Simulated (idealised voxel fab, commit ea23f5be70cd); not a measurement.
process module | voxel quadruple lines
cross-section cut | 175 nm wide | cells 5 nm
A cross-section is a grid of square cells, given in bands from the top down. A band is one or more rows of cells.
Each band's line starts with the height of the band's top and of its bottom, in nm. Then come its materials from left to right, each with its width in nm. One material with "throughout" fills the band from edge to edge. "air" is empty space.
Height 0 is the level under which the wafer as received is all one material. The lowest band goes on downwards, as in "0 down".
A width such as "30 to 40" changes by the same amount from each row of cells to the next, from the band's top row to its bottom row.
"no change" after a step means that no cell of the cross-section changed.
closed voids: empty space of 8 cells or more with no open way to the top, each as width x height at its distance from the left edge, in nm
after a step's settings: what the simulator itself notes on the step
overlay nm, on a step with a mask: how far to the right of its planned place the mask lay; to the left if negative
plan
1 op RECEIVE | material Si
2 op CONFORMAL_DEP | material SiO2 | thk nm 5
3 op DIRECTIONAL_DEP | material W | thk nm 15
4 op DIRECTIONAL_DEP | material polySi | thk nm 15
5 op DIRECTIONAL_DEP | material aC | thk nm 20
6 op PATTERN | tone cover | mask id MANDREL | material resist | width nm 25 | thk nm 30 | overlay nm 0
7 op DIRECTIONAL_ETCH | etch materials aC | depth nm 20
8 op STRIP | etch materials resist
9 op CONFORMAL_DEP | material SiO2 | thk nm 15
10 op DIRECTIONAL_ETCH | etch materials SiO2 | depth nm 15
11 op STRIP | etch materials aC
12 op DIRECTIONAL_ETCH | etch materials polySi | depth nm 15
13 op STRIP | etch materials SiO2
14 op CONFORMAL_DEP | material SiCN | thk nm 5
15 op DIRECTIONAL_ETCH | etch materials SiCN | depth nm 5
16 op STRIP | etch materials polySi
17 op DIRECTIONAL_ETCH | etch materials W | depth nm 15
18 op STRIP | etch materials SiCN
19 op FILL_DEP | material SiO2 | thk nm 5
20 op CMP | height nm 20
first wafer, as planned
as received, after step 1
  0 down: Si throughout
  closed voids: none
after step 2
  5 to 0: SiO2 throughout
  below 0: unchanged
after step 3
  20 to 5: W throughout
  below 5: unchanged
after step 4
  35 to 20: polySi throughout
  below 20: unchanged
after step 5
  55 to 35: aC throughout
  below 35: unchanged
after step 6
  85 to 55: air 75 | resist 25 | air 75
  below 55: unchanged
after step 7
  65 to 55: air 75 | resist 25 | air 75
  55 to 35: air 75 | aC 25 | air 75
  below 35: unchanged
after step 8
  55 to 35: air 75 | aC 25 | air 75
  below 35: unchanged
after step 9
  70 to 55: air 60 | SiO2 55 | air 60
  55 to 50: air 60 | SiO2 15 | aC 25 | SiO2 15 | air 60
  50 to 35: SiO2 75 | aC 25 | SiO2 75
  below 35: unchanged
after step 10
  55 to 35: air 60 | SiO2 15 | aC 25 | SiO2 15 | air 60
  below 35: unchanged
after step 11
  55 to 35: air 60 | SiO2 15 | air 25 | SiO2 15 | air 60
  below 35: unchanged
after step 12
  55 to 35: air 60 | SiO2 15 | air 25 | SiO2 15 | air 60
  35 to 20: air 60 | polySi 15 | air 25 | polySi 15 | air 60
  below 20: unchanged
after step 13
  35 to 20: air 60 | polySi 15 | air 25 | polySi 15 | air 60
  below 20: unchanged
after step 14
  40 to 35: air 55 | SiCN 25 | air 15 | SiCN 25 | air 55
  35 to 25: air 55 | SiCN 5 | polySi 15 | SiCN 5 | air 15 | SiCN 5 | polySi 15 | SiCN 5 | air 55
  25 to 20: SiCN 60 | polySi 15 | SiCN 25 | polySi 15 | SiCN 60
  below 20: unchanged
after step 15
  35 to 20: air 55 | SiCN 5 | polySi 15 | SiCN 5 | air 15 | SiCN 5 | polySi 15 | SiCN 5 | air 55
  below 20: unchanged
after step 16
  35 to 20: air 55 | SiCN 5 | air 15 | SiCN 5 | air 15 | SiCN 5 | air 15 | SiCN 5 | air 55
  below 20: unchanged
after step 17
  35 to 20: air 55 | SiCN 5 | air 15 | SiCN 5 | air 15 | SiCN 5 | air 15 | SiCN 5 | air 55
  20 to 5: air 55 | W 5 | air 15 | W 5 | air 15 | W 5 | air 15 | W 5 | air 55
  below 5: unchanged
after step 18
  20 to 5: air 55 | W 5 | air 15 | W 5 | air 15 | W 5 | air 15 | W 5 | air 55
  below 5: unchanged
after step 19
  25 to 20: SiO2 throughout
  20 to 5: SiO2 55 | W 5 | SiO2 15 | W 5 | SiO2 15 | W 5 | SiO2 15 | W 5 | SiO2 55
  below 5: unchanged
after step 20
  20 to 5: SiO2 55 | W 5 | SiO2 15 | W 5 | SiO2 15 | W 5 | SiO2 15 | W 5 | SiO2 55
  below 5: unchanged
second wafer: like start, like plan, one mistake. Through step 18 it matches the first wafer
when step 19 should have ended
  25 to 20: polySi throughout
  20 to 5: polySi 55 | W 5 | polySi 15 | W 5 | polySi 15 | W 5 | polySi 15 | W 5 | polySi 55
  below 5: unchanged
when step 20 should have ended
  20 to 5: polySi 55 | W 5 | polySi 15 | W 5 | polySi 15 | W 5 | polySi 15 | W 5 | polySi 55
  below 5: unchanged
what went wrong: step 19 ran as: op FILL_DEP | material polySi | thk nm 5
at the end the second wafer has, in cells: 93 fewer of SiO2 | 93 more of polySi
